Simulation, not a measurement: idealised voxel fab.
Process module under the name voxel capacitor over wiring
Section shown: cut. Width: 205 nm. Cell size: 5 nm, square.
Cross-section format: a grid of square cells, given as bands from top to bottom; each band is one or more rows of cells.
Top, bottom (nm), then materials left to right with widths (nm); lone material tagged "everywhere" fills the whole band edge to edge; "empty" = empty space.
Height is counted from the level 0, under which the received wafer is composed throughout of one material. The lowest of the bands is not closed at the bottom but continues downward, in the notation "z 0 and below".
Think of "30 to 40" as a width that walks from the first number to the second as you go down the band, top row to bottom row, taking equal-sized steps from row to row.
No cell of the cross-section changed in a step that is given as "no alteration".
Under "Enclosed void catalog" you'll find the enclosed gaps, the ones with no way out to the top, that are 8 cells or bigger; each reads width x height at distance, with distance counted from the left edge, everything in nm.
Note: text after step settings on the step line = simulator remark on that step.
The line of a step may include "overlay nm". On a step with a mask, this value is how far to the right of its planned place the mask lay. A negative value means the mask lay to the left.

The following list gives the planned process steps
1. RECEIVE (material Si)
2. CONFORMAL_DEP (material SiO2; thk nm 15)
3. CONFORMAL_DEP (material SiCN; thk nm 5)
4. DIRECTIONAL_DEP (material lowk; thk nm 25)
5. PATTERN (tone open; mask id METAL_1; material resist; width nm 30; pitch nm 80; thk nm 15; overlay nm 0)
6. DIRECTIONAL_ETCH (etch materials lowk; depth nm 25)
7. DIRECTIONAL_ETCH (etch materials SiCN; depth nm 5)
8. STRIP (etch materials resist)
9. CONFORMAL_DEP (material TiN; thk nm 5)
10. FILL_DEP (material Cu; thk nm 10)
11. CMP (height nm 45)
12. CONFORMAL_DEP (material SiCN; thk nm 5)
13. DIRECTIONAL_DEP (material SiO2; thk nm 15)
14. MASKED_ETCH (tone open; mask id PLUG_1; width nm 15; etch materials SiO2; depth nm 15; overlay nm 0)
15. MASKED_ETCH (tone open; mask id PLUG_1; width nm 15; etch materials SiCN; depth nm 5; overlay nm 0)
16. EPI (material Ru; thk nm 10)
17. EPI (material Ru; thk nm 10)
18. DIRECTIONAL_DEP (material TiN; thk nm 5)
19. DIRECTIONAL_DEP (material SiN; thk nm 5)
20. DIRECTIONAL_DEP (material TiN; thk nm 10)
21. DIRECTIONAL_DEP (material aC; thk nm 10)
22. PATTERN (tone cover; mask id UPPER_PLATE; material resist; width nm 55; thk nm 25; overlay nm 0)
23. DIRECTIONAL_ETCH (etch materials aC; depth nm 10)
24. STRIP (etch materials resist)
25. DIRECTIONAL_ETCH (etch materials TiN; depth nm 10)
26. DIRECTIONAL_ETCH (etch materials SiN; depth nm 5)
27. STRIP (etch materials aC)
28. PATTERN (tone cover; mask id LOWER_PLATE; material resist; width nm 65; thk nm 20; overlay nm 0)
29. DIRECTIONAL_ETCH (etch materials TiN; depth nm 5)
30. STRIP (etch materials resist)
31. FILL_DEP (material SiO2; thk nm 15)
32. CMP (height nm 95)
33. PATTERN (tone open; mask id PLUG_2; material resist; width nm 15; thk nm 15; overlay nm 0)
34. DIRECTIONAL_ETCH (etch materials SiO2; depth nm 10)
35. STRIP (etch materials resist)
36. CONFORMAL_DEP (material TiN; thk nm 5)
37. FILL_DEP (material Cu; thk nm 5)
38. CMP (height nm 95)
39. CONFORMAL_DEP (material SiN; thk nm 5)

as received, after step 1
    z 0 and below: Si everywhere
    Enclosed void catalog: none

One mistake in running the module, otherwise start and plan as above: cross-section at the end
    z 100 to 95: SiN everywhere
    z 95 to 85: SiO2 (60)  TiN (25)  SiO2 (120)
    z 85 to 80: SiO2 (60)  SiN (25)  TiN (30)  SiO2 (90)
    z 80 to 75: SiO2 (55)  TiN (60)  SiO2 (90)
    z 75 to 70: SiO2 (50)  Ru (35)  SiN (30)  SiO2 (90)
    z 70 to 65: SiO2 (50)  Ru (35)  TiN (35)  SiO2 (85)
    z 65 to 50: SiO2 (60)  Ru (15)  SiO2 (130)
    z 50 to 45: SiCN (60)  Ru (15)  SiCN (130)
    z 45 to 20: lowk (45)  TiN (5)  Cu (20)  TiN (5)  lowk (50)  TiN (5)  Cu (20)  TiN (5)  lowk (50)
    z 20 to 15: SiCN (45)  TiN (30)  SiCN (50)  TiN (30)  SiCN (50)
    z 15 to 0: SiO2 everywhere
    z 0 and below: Si everywhere
    Enclosed void catalog: none
Want to know what went wrong? step run twice: one of 16 and 17 (identical), unknown which
